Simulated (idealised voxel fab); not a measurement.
process module | voxel local oxidation
cross-section cut | 170 nm wide | cells 5 nm
A cross-section is a grid of square cells, given in bands from the top down. A band is one or more rows of cells.
Each band's line starts with the height of the band's top and of its bottom, in nm. Then come its materials from left to right, each with its width in nm. One material with "throughout" fills the band from edge to edge. "air" is empty space.
Height 0 is the level under which the wafer as received is all one material. The lowest band goes on downwards, as in "0 down".
A width such as "30 to 40" changes by the same amount from each row of cells to the next, from the band's top row to its bottom row.
"no change" after a step means that no cell of the cross-section changed.
closed voids: empty space of 8 cells or more with no open way to the top, each as width x height at its distance from the left edge, in nm
after a step's settings: what the simulator itself notes on the step
overlay nm, on a step with a mask: how far to the right of its planned place the mask lay; to the left if negative
plan
1 op RECEIVE | material Si
2 op CONFORMAL_DEP | material SiO2 | thk nm 5
3 op CONFORMAL_DEP | material SiN | thk nm 5
4 op PATTERN | tone cover | mask id ACTIVE | material resist | width nm 95 | thk nm 15 | overlay nm 0
5 op DIRECTIONAL_ETCH | etch materials SiN | depth nm 10
6 op STRIP | etch materials resist
7 op SELECTIVE_ETCH | etch materials SiO2 | depth nm 5
8 op OXIDIZE | depth nm 15
9 op STRIP | etch materials SiN
varied across the wafers: thk nm of step 3. The plan shows the first wafer's value. All wafers start alike
first wafer as received, after step 1
  0 down: Si throughout
  closed voids: none
first wafer at the end, after step 9
  5 to 0: air 40 | SiO2 85 | air 45
  0 to -15: SiO2 55 | Si 55 | SiO2 60
  -15 down: Si throughout
  closed voids: none
last wafer at the end
  5 to 0: SiO2 throughout
  0 down: Si throughout
  closed voids: none
each wafer at the end: cells of each material gained (+) or lost (-) since it was received, then its closed voids
thk nm 5 | -69 Si | +86 SiO2 | closed voids: none
thk nm 10 | -69 Si | +86 SiO2 | closed voids: none
thk nm 15 | +34 SiO2 | closed voids: none
thk nm 20 | +34 SiO2 | closed voids: none
thk nm 25 | +34 SiO2 | closed voids: none
